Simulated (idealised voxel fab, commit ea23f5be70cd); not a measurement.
Process module, titled voxel transistor to metal
FYI the section here is cut, 280 nm wide, cells are 5 nm squares.
Format of a cross-section: grid, square cells. Given as bands. Order: top down. Band: one or more rows of cells. In this notation a band is specified by the heights of its top and bottom, in that order and in nm, after which its materials appear from left to right, each paired with its width in nm. The word "all across" attached to a single material means that material fills the band from edge to edge; the word "air" stands for empty space. Zero point of the height axis is 0; under it, received wafer = one material. Lowest band: continues down indefinitely, "0..down". With a width like "30->40", each row of cells in the band differs from the next by the same amount, the top row carrying the first number and the bottom row the second. For the purposes of this document, the phrase "no modifications" attached to a step denotes that no cell within the cross-section was modified by that step. "Internal closed voids": sealed empty spaces, 8 cells or more, no open way to top, listed width x height at distance, with distance from the left edge and width, height and distance in nm. On a step's line, text after the settings is the simulator commenting on that step. A step line may carry the setting "overlay nm", which, for steps involving a mask, states the distance by which the mask lay to the right of its intended position; negative values denote displacement to the left.
STEPS PLANNED FOR THE PROCESS
1 RECEIVE (material Si)
2 OXIDIZE (depth nm 5)
3 CONFORMAL_DEP (material SiN; thk nm 10)
4 MASKED_ETCH (tone cover; mask id ACTIVE; width nm 110; pitch nm 130; etch materials SiN; depth nm 10; overlay nm 0)
5 MASKED_ETCH (tone cover; mask id ACTIVE; width nm 110; pitch nm 130; etch materials SiO2; depth nm 5; overlay nm 0)
6 MASKED_ETCH (tone cover; mask id ACTIVE; width nm 110; pitch nm 130; etch materials Si; depth nm 35; overlay nm 0)
7 FILL_DEP (material SiO2; thk nm 5)
8 CMP (height nm 10)
9 SELECTIVE_ETCH (etch materials SiO2; depth nm 5)
10 STRIP (etch materials SiN)
11 SELECTIVE_ETCH (etch materials SiO2; depth nm 5)
12 OXIDIZE (depth nm 5)
13 DIRECTIONAL_DEP (material polySi; thk nm 20)
14 DIRECTIONAL_DEP (material SiCN; thk nm 15)
15 DIRECTIONAL_DEP (material aC; thk nm 10)
16 PATTERN (tone cover; mask id GATE; material resist; width nm 20; pitch nm 130; thk nm 30; overlay nm 0)
17 DIRECTIONAL_ETCH (etch materials aC; depth nm 10)
18 STRIP (etch materials resist)
19 DIRECTIONAL_ETCH (etch materials SiCN; depth nm 25)
20 DIRECTIONAL_ETCH (etch materials polySi; depth nm 30)
21 STRIP (etch materials aC)
22 CONFORMAL_DEP (material SiO2; thk nm 5)
23 DIRECTIONAL_ETCH (etch materials SiO2; depth nm 5)
24 CONFORMAL_DEP (material SiN; thk nm 5)
25 DIRECTIONAL_ETCH (etch materials SiN; depth nm 5)
26 DIRECTIONAL_ETCH (etch materials SiO2; depth nm 5)
27 DIRECTIONAL_ETCH (etch materials Si; depth nm 15)
28 EPI (material SiGe; thk nm 15)
29 FILL_DEP (material SiO2; thk nm 10)
30 CMP (height nm 30)
31 DIRECTIONAL_DEP (material SiO2; thk nm 15)
32 MASKED_ETCH (tone open; mask id CONTACT; width nm 15; etch materials SiO2; depth nm 40; overlay nm 0)
33 CONFORMAL_DEP (material TiN; thk nm 5)
34 FILL_DEP (material Ru; thk nm 5)
35 CMP (height nm 45)
36 CONFORMAL_DEP (material SiN; thk nm 5)
37 DIRECTIONAL_DEP (material lowk; thk nm 15)
38 PATTERN (tone open; mask id METAL_1; material resist; width nm 15; thk nm 15; overlay nm 0)
39 DIRECTIONAL_ETCH (etch materials lowk; depth nm 15)
40 DIRECTIONAL_ETCH (etch materials SiN; depth nm 5)
41 STRIP (etch materials resist)
42 CONFORMAL_DEP (material TiN; thk nm 5)
43 FILL_DEP (material W; thk nm 5)
44 CMP (height nm 65)
45 EPI (material Ru; thk nm 5)
46 FILL_DEP (material SiCN; thk nm 5)
CROSS-SECTION OF THE WAFER AS IT CAME TO US, I.E., ALREADY THROUGH STEP 1
* 0..down | Si all across
* Internal closed voids: none
THE FOLLOWING CROSS-SECTION DEPICTS THE WAFER UPON CONCLUSION OF THE MODULE. PROCESSING COMMENCED FROM THE STARTING CONDITION ILLUSTRATED ABOVE AND ADHERED TO THE PLAN ILLUSTRATED ABOVE, SAVE FOR ONE MISTAKE IN EXECUTION
* 75..70 | SiCN all across
* 70..65 | SiCN=25 / Ru=25 / SiCN=50 / Ru=25 / SiCN=30 / Ru=25 / SiCN=50 / Ru=25 / SiCN=25
* 65..50 | lowk=30 / TiN=5 / W=5 / TiN=5 / lowk=60 / TiN=5 / W=5 / TiN=5 / lowk=40 / TiN=5 / W=5 / TiN=5 / lowk=60 / TiN=5 / W=5 / TiN=5 / lowk=30
* 50..45 | SiN=30 / TiN=15 / SiN=60 / TiN=15 / SiN=40 / TiN=15 / SiN=60 / TiN=15 / SiN=30
* 45..30 | SiO2=30 / TiN=5 / Ru=5 / TiN=5 / SiO2=60 / TiN=5 / Ru=5 / TiN=5 / SiO2=40 / TiN=5 / Ru=5 / TiN=5 / SiO2=60 / TiN=5 / Ru=5 / TiN=5 / SiO2=30
* 30..20 | SiO2=30 / TiN=5 / Ru=5 / TiN=5 / SiO2=10 / SiN=5 / SiO2=5 / SiCN=20 / SiO2=5 / SiN=5 / SiO2=10 / TiN=5 / Ru=5 / TiN=5 / SiO2=40 / TiN=5 / Ru=5 / TiN=5 / SiO2=10 / SiN=5 / SiO2=5 / SiCN=20 / SiO2=5 / SiN=5 / SiO2=10 / TiN=5 / Ru=5 / TiN=5 / SiO2=30
* 20..15 | SiO2=30 / TiN=5 / Ru=5 / TiN=5 / SiO2=10 / SiN=5 / SiO2=5 / polySi=20 / SiO2=5 / SiN=5 / SiO2=10 / TiN=5 / Ru=5 / TiN=5 / SiO2=40 / TiN=5 / Ru=5 / TiN=5 / SiO2=10 / SiN=5 / SiO2=5 / polySi=20 / SiO2=5 / SiN=5 / SiO2=10 / TiN=5 / Ru=5 / TiN=5 / SiO2=30
* 15..10 | SiO2=30 / TiN=15 / SiO2=10 / SiN=5 / SiO2=5 / polySi=20 / SiO2=5 / SiN=5 / SiO2=10 / TiN=15 / SiO2=40 / TiN=15 / SiO2=10 / SiN=5 / SiO2=5 / polySi=20 / SiO2=5 / SiN=5 / SiO2=10 / TiN=15 / SiO2=30
* 10..5 | SiO2=30 / TiN=10 / SiGe=15 / SiN=5 / SiO2=5 / polySi=20 / SiO2=5 / SiN=5 / SiGe=15 / TiN=10 / SiO2=40 / TiN=10 / SiGe=15 / SiN=5 / SiO2=5 / polySi=20 / SiO2=5 / SiN=5 / SiGe=15 / TiN=10 / SiO2=30
* 5..0 | SiGe=55 / SiN=5 / SiO2=5 / polySi=20 / SiO2=5 / SiN=5 / SiGe=90 / SiN=5 / SiO2=5 / polySi=20 / SiO2=5 / SiN=5 / SiGe=55
* 0..-5 | SiGe=15 / SiN=5 / SiGe=35 / SiO2=40 / SiGe=35 / SiN=5 / SiGe=10 / SiN=5 / SiGe=35 / SiO2=40 / SiGe=35 / SiN=5 / SiGe=15
* -5..-10 | SiGe=15 / SiO2=15 / SiGe=25 / Si=40 / SiGe=25 / SiO2=15 / SiGe=10 / SiO2=15 / SiGe=25 / Si=40 / SiGe=25 / SiO2=15 / SiGe=15
* -10..-20 | SiGe=15 / Si=15 / SiGe=25 / Si=40 / SiGe=25 / Si=15 / SiGe=10 / Si=15 / SiGe=25 / Si=40 / SiGe=25 / Si=15 / SiGe=15
* -20..-25 | SiGe=15 / Si=120 / SiGe=10 / Si=120 / SiGe=15
* -25..down | Si all across
* Internal closed voids: none
Deviation noted in wafer processing: heads up, step 4 didn't go per plan, it actually ran as MASKED_ETCH (tone open; mask id ACTIVE; width nm 110; pitch nm 130; etch materials SiN; depth nm 10; overlay nm 0)
